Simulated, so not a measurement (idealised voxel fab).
Name of the process module below: voxel gate over fins
270 nm wide, 5 nm square cells: that's cross-section cut.
If you're reading a cross-section in this doc, picture square cells in a grid; it comes to you as bands, top ones listed first down to the bottom, and a band can be one or more rows of cells.
The band entry comprises the height of the band's top followed by the height of its bottom, expressed in nm, and subsequently the band's materials from left to right, each stated together with its width in nm. Where a single material is marked with the word "everywhere", that material fills the band from edge to edge. The word "blank" represents empty space.
Height is counted from the level 0, under which the received wafer is composed throughout of one material. The lowest of the bands is not closed at the bottom but continues downward, in the notation "0 -> down".
Per-row width for "30 to 40": begins at first number (top row of band), ends at second number (bottom row), increment between rows held constant.
"no modifications", as given for a step, is the statement that not any cell of the cross-section underwent a change during that step.
Listed in "Sealed void listing": every empty space of 8 or more cells without an open way to the top. Form: width x height at distance, the distance being from the left edge, all in nm.
Note: text after step settings on the step line = simulator remark on that step.
overlay nm: where the mask lay relative to plan, measured to the right, on steps with a mask; negatives go left.
So here's the lineup of process steps we planned:
1. RECEIVE [material Si]
2. CONFORMAL_DEP [material SiN] [thk nm 5]
3. MASKED_ETCH [tone cover] [mask id FINS] [width nm 15] [pitch nm 55] [etch materials SiN] [depth nm 5] [overlay nm 0]
4. MASKED_ETCH [tone cover] [mask id FINS] [width nm 15] [pitch nm 55] [etch materials Si] [depth nm 30] [overlay nm 0]
5. FILL_DEP [material SiO2] [thk nm 15]
6. CMP [height nm 5]
7. DIRECTIONAL_DEP [material aC] [thk nm 15]
8. PATTERN [tone open] [mask id RAIL] [material resist] [width nm 15] [thk nm 35] [overlay nm 0]
9. DIRECTIONAL_ETCH [etch materials aC] [depth nm 15]
10. STRIP [etch materials resist]
11. DIRECTIONAL_ETCH [etch materials SiO2] [depth nm 30]
12. STRIP [etch materials aC]
13. CONFORMAL_DEP [material TiN] [thk nm 5]
14. FILL_DEP [material Ru] [thk nm 5]
15. CMP [height nm 5]
16. SELECTIVE_ETCH [etch materials W Ru TiN] [depth nm 25]
17. FILL_DEP [material SiO2] [thk nm 5]
18. CMP [height nm 5]
19. SELECTIVE_ETCH [etch materials SiO2] [depth nm 20]
20. STRIP [etch materials SiN]
21. CONFORMAL_DEP [material HfO2] [thk nm 5]
22. CONFORMAL_DEP [material TiN] [thk nm 5]
23. FILL_DEP [material W] [thk nm 10]
24. CMP [height nm 15]
25. CONFORMAL_DEP [material SiN] [thk nm 10]
First wafer, two in total, run as planned:
Cross-section of the wafer as it came to us, i.e., already through step 1:
* 0 -> down  Si everywhere
* Sealed void listing: none
State of the wafer after step 2, shown in cross-section:
* 5 -> 0  SiN everywhere
* No changes below 0.
State of the wafer after step 3, shown in cross-section:
* 5 -> 0  100 nm blank | 15 nm SiN | 40 nm blank | 15 nm SiN | 100 nm blank
* No changes below 0.
State of the wafer after step 4, shown in cross-section:
* 5 -> 0  100 nm blank | 15 nm SiN | 40 nm blank | 15 nm SiN | 100 nm blank
* 0 -> -30  100 nm blank | 15 nm Si | 40 nm blank | 15 nm Si | 100 nm blank
* No changes below -30.
State of the wafer after step 5, shown in cross-section:
* 20 -> 5  SiO2 everywhere
* 5 -> 0  100 nm SiO2 | 15 nm SiN | 40 nm SiO2 | 15 nm SiN | 100 nm SiO2
* 0 -> -30  100 nm SiO2 | 15 nm Si | 40 nm SiO2 | 15 nm Si | 100 nm SiO2
* No changes below -30.
State of the wafer after step 6, shown in cross-section:
* 5 -> 0  100 nm SiO2 | 15 nm SiN | 40 nm SiO2 | 15 nm SiN | 100 nm SiO2
* No changes below 0.
State of the wafer after step 7, shown in cross-section:
* 20 -> 5  aC everywhere
* No changes below 5.
State of the wafer after step 8, shown in cross-section:
* 55 -> 20  125 nm resist | 15 nm blank | 130 nm resist
* No changes below 20.
State of the wafer after step 9, shown in cross-section:
* 40 -> 20  125 nm resist | 15 nm blank | 130 nm resist
* 20 -> 5  125 nm aC | 15 nm blank | 130 nm aC
* No changes below 5.
State of the wafer after step 10, shown in cross-section:
* 20 -> 5  125 nm aC | 15 nm blank | 130 nm aC
* No changes below 5.
State of the wafer after step 11, shown in cross-section:
* 20 -> 5  125 nm aC | 15 nm blank | 130 nm aC
* 5 -> 0  100 nm SiO2 | 15 nm SiN | 10 nm SiO2 | 15 nm blank | 15 nm SiO2 | 15 nm SiN | 100 nm SiO2
* 0 -> -25  100 nm SiO2 | 15 nm Si | 10 nm SiO2 | 15 nm blank | 15 nm SiO2 | 15 nm Si | 100 nm SiO2
* No changes below -25.
State of the wafer after step 12, shown in cross-section:
* 5 -> 0  100 nm SiO2 | 15 nm SiN | 10 nm SiO2 | 15 nm blank | 15 nm SiO2 | 15 nm SiN | 100 nm SiO2
* No changes below 0.
State of the wafer after step 13, shown in cross-section:
* 10 -> 5  130 nm TiN | 5 nm blank | 135 nm TiN
* 5 -> 0  100 nm SiO2 | 15 nm SiN | 10 nm SiO2 | 5 nm TiN | 5 nm blank | 5 nm TiN | 15 nm SiO2 | 15 nm SiN | 100 nm SiO2
* 0 -> -20  100 nm SiO2 | 15 nm Si | 10 nm SiO2 | 5 nm TiN | 5 nm blank | 5 nm TiN | 15 nm SiO2 | 15 nm Si | 100 nm SiO2
* -20 -> -25  100 nm SiO2 | 15 nm Si | 10 nm SiO2 | 15 nm TiN | 15 nm SiO2 | 15 nm Si | 100 nm SiO2
* No changes below -25.
State of the wafer after step 14, shown in cross-section:
* 15 -> 10  Ru everywhere
* 10 -> 5  130 nm TiN | 5 nm Ru | 135 nm TiN
* 5 -> 0  100 nm SiO2 | 15 nm SiN | 10 nm SiO2 | 5 nm TiN | 5 nm Ru | 5 nm TiN | 15 nm SiO2 | 15 nm SiN | 100 nm SiO2
* 0 -> -20  100 nm SiO2 | 15 nm Si | 10 nm SiO2 | 5 nm TiN | 5 nm Ru | 5 nm TiN | 15 nm SiO2 | 15 nm Si | 100 nm SiO2
* No changes below -20.
State of the wafer after step 15, shown in cross-section:
* 5 -> 0  100 nm SiO2 | 15 nm SiN | 10 nm SiO2 | 5 nm TiN | 5 nm Ru | 5 nm TiN | 15 nm SiO2 | 15 nm SiN | 100 nm SiO2
* No changes below 0.
State of the wafer after step 16, shown in cross-section:
* 5 -> 0  100 nm SiO2 | 15 nm SiN | 10 nm SiO2 | 15 nm blank | 15 nm SiO2 | 15 nm SiN | 100 nm SiO2
* 0 -> -20  100 nm SiO2 | 15 nm Si | 10 nm SiO2 | 15 nm blank | 15 nm SiO2 | 15 nm Si | 100 nm SiO2
* No changes below -20.
State of the wafer after step 17, shown in cross-section:
* 10 -> 5  SiO2 everywhere
* 5 -> 0  100 nm SiO2 | 15 nm SiN | 40 nm SiO2 | 15 nm SiN | 100 nm SiO2
* 0 -> -20  100 nm SiO2 | 15 nm Si | 40 nm SiO2 | 15 nm Si | 100 nm SiO2
* No changes below -20.
State of the wafer after step 18, shown in cross-section:
* 5 -> 0  100 nm SiO2 | 15 nm SiN | 40 nm SiO2 | 15 nm SiN | 100 nm SiO2
* No changes below 0.
State of the wafer after step 19, shown in cross-section:
* 5 -> 0  100 nm blank | 15 nm SiN | 40 nm blank | 15 nm SiN | 100 nm blank
* 0 -> -15  100 nm blank | 15 nm Si | 40 nm blank | 15 nm Si | 100 nm blank
* No changes below -15.
State of the wafer after step 20, shown in cross-section:
* 0 -> -15  100 nm blank | 15 nm Si | 40 nm blank | 15 nm Si | 100 nm blank
* No changes below -15.
State of the wafer after step 21, shown in cross-section:
* 5 -> 0  95 nm blank | 25 nm HfO2 | 30 nm blank | 25 nm HfO2 | 95 nm blank
* 0 -> -10  95 nm blank | 5 nm HfO2 | 15 nm Si | 5 nm HfO2 | 30 nm blank | 5 nm HfO2 | 15 nm Si | 5 nm HfO2 | 95 nm blank
* -10 -> -15  100 nm HfO2 | 15 nm Si | 40 nm HfO2 | 15 nm Si | 100 nm HfO2
* No changes below -15.
State of the wafer after step 22, shown in cross-section:
* 10 -> 5  90 nm blank | 35 nm TiN | 20 nm blank | 35 nm TiN | 90 nm blank
* 5 -> 0  90 nm blank | 5 nm TiN | 25 nm HfO2 | 5 nm TiN | 20 nm blank | 5 nm TiN | 25 nm HfO2 | 5 nm TiN | 90 nm blank
* 0 -> -5  90 nm blank | 5 nm TiN | 5 nm HfO2 | 15 nm Si | 5 nm HfO2 | 5 nm TiN | 20 nm blank | 5 nm TiN | 5 nm HfO2 | 15 nm Si | 5 nm HfO2 | 5 nm TiN | 90 nm blank
* -5 -> -10  95 nm TiN | 5 nm HfO2 | 15 nm Si | 5 nm HfO2 | 30 nm TiN | 5 nm HfO2 | 15 nm Si | 5 nm HfO2 | 95 nm TiN
* No changes below -10.
State of the wafer after step 23, shown in cross-section:
* 20 -> 10  W everywhere
* 10 -> 5  90 nm W | 35 nm TiN | 20 nm W | 35 nm TiN | 90 nm W
* 5 -> 0  90 nm W | 5 nm TiN | 25 nm HfO2 | 5 nm TiN | 20 nm W | 5 nm TiN | 25 nm HfO2 | 5 nm TiN | 90 nm W
* 0 -> -5  90 nm W | 5 nm TiN | 5 nm HfO2 | 15 nm Si | 5 nm HfO2 | 5 nm TiN | 20 nm W | 5 nm TiN | 5 nm HfO2 | 15 nm Si | 5 nm HfO2 | 5 nm TiN | 90 nm W
* No changes below -5.
State of the wafer after step 24, shown in cross-section:
* 15 -> 10  W everywhere
* No changes below 10.
State of the wafer after step 25, shown in cross-section:
* 25 -> 15  SiN everywhere
* No changes below 15.
The remaining wafer, second of the two, started like the first and was run to the same plan, except that one mistake was made along the way; the two coincide through step 18, inclusive:
Cross-section of the second wafer when, according to plan, step 19 should have finished:
* 5 -> 0  100 nm SiO2 | 15 nm blank | 40 nm SiO2 | 15 nm blank | 100 nm SiO2
* No changes below 0.
Cross-section of the second wafer when, according to plan, step 20 should have finished:
* 0 -> -15  100 nm blank | 15 nm Si | 40 nm blank | 15 nm Si | 100 nm blank
* -15 -> -20  80 nm SiO2 | 20 nm blank | 15 nm Si | 40 nm blank | 15 nm Si | 20 nm blank | 80 nm SiO2
* No changes below -20.
Cross-section of the second wafer when, according to plan, step 21 should have finished:
* 5 -> 0  95 nm blank | 25 nm HfO2 | 30 nm blank | 25 nm HfO2 | 95 nm blank
* 0 -> -10  95 nm blank | 5 nm HfO2 | 15 nm Si | 5 nm HfO2 | 30 nm blank | 5 nm HfO2 | 15 nm Si | 5 nm HfO2 | 95 nm blank
* -10 -> -15  85 nm HfO2 | 10 nm blank | 5 nm HfO2 | 15 nm Si | 5 nm HfO2 | 30 nm blank | 5 nm HfO2 | 15 nm Si | 5 nm HfO2 | 10 nm blank | 85 nm HfO2
* -15 -> -20  80 nm SiO2 | 20 nm HfO2 | 15 nm Si | 40 nm HfO2 | 15 nm Si | 20 nm HfO2 | 80 nm SiO2
* No changes below -20.
Cross-section of the second wafer when, according to plan, step 22 should have finished:
* 10 -> 5  90 nm blank | 35 nm TiN | 20 nm blank | 35 nm TiN | 90 nm blank
* 5 -> 0  90 nm blank | 5 nm TiN | 25 nm HfO2 | 5 nm TiN | 20 nm blank | 5 nm TiN | 25 nm HfO2 | 5 nm TiN | 90 nm blank
* 0 -> -5  90 nm blank | 5 nm TiN | 5 nm HfO2 | 15 nm Si | 5 nm HfO2 | 5 nm TiN | 20 nm blank | 5 nm TiN | 5 nm HfO2 | 15 nm Si | 5 nm HfO2 | 5 nm TiN | 90 nm blank
* -5 -> -10  95 nm TiN | 5 nm HfO2 | 15 nm Si | 5 nm HfO2 | 5 nm TiN | 20 nm blank | 5 nm TiN | 5 nm HfO2 | 15 nm Si | 5 nm HfO2 | 95 nm TiN
* -10 -> -15  85 nm HfO2 | 10 nm TiN | 5 nm HfO2 | 15 nm Si | 5 nm HfO2 | 30 nm TiN | 5 nm HfO2 | 15 nm Si | 5 nm HfO2 | 10 nm TiN | 85 nm HfO2
* No changes below -15.
Cross-section of the second wafer when, according to plan, step 23 should have finished:
* 20 -> 10  W everywhere
* 10 -> 5  90 nm W | 35 nm TiN | 20 nm W | 35 nm TiN | 90 nm W
* 5 -> 0  90 nm W | 5 nm TiN | 25 nm HfO2 | 5 nm TiN | 20 nm W | 5 nm TiN | 25 nm HfO2 | 5 nm TiN | 90 nm W
* 0 -> -5  90 nm W | 5 nm TiN | 5 nm HfO2 | 15 nm Si | 5 nm HfO2 | 5 nm TiN | 20 nm W | 5 nm TiN | 5 nm HfO2 | 15 nm Si | 5 nm HfO2 | 5 nm TiN | 90 nm W
* -5 -> -10  95 nm TiN | 5 nm HfO2 | 15 nm Si | 5 nm HfO2 | 5 nm TiN | 20 nm W | 5 nm TiN | 5 nm HfO2 | 15 nm Si | 5 nm HfO2 | 95 nm TiN
* No changes below -10.
Cross-section of the second wafer when, according to plan, step 24 should have finished:
* 15 -> 10  W everywhere
* No changes below 10.
Cross-section of the second wafer when, according to plan, step 25 should have finished:
* 25 -> 15  SiN everywhere
* No changes below 15.
Processing error: deviation from plan: step 20 and step 19 executed in one another's positions
Bottom line after processing is that, in cells, the second wafer is up or down on some materials versus the first: +6 HfO2; -16 SiO2; +6 TiN; +4 W
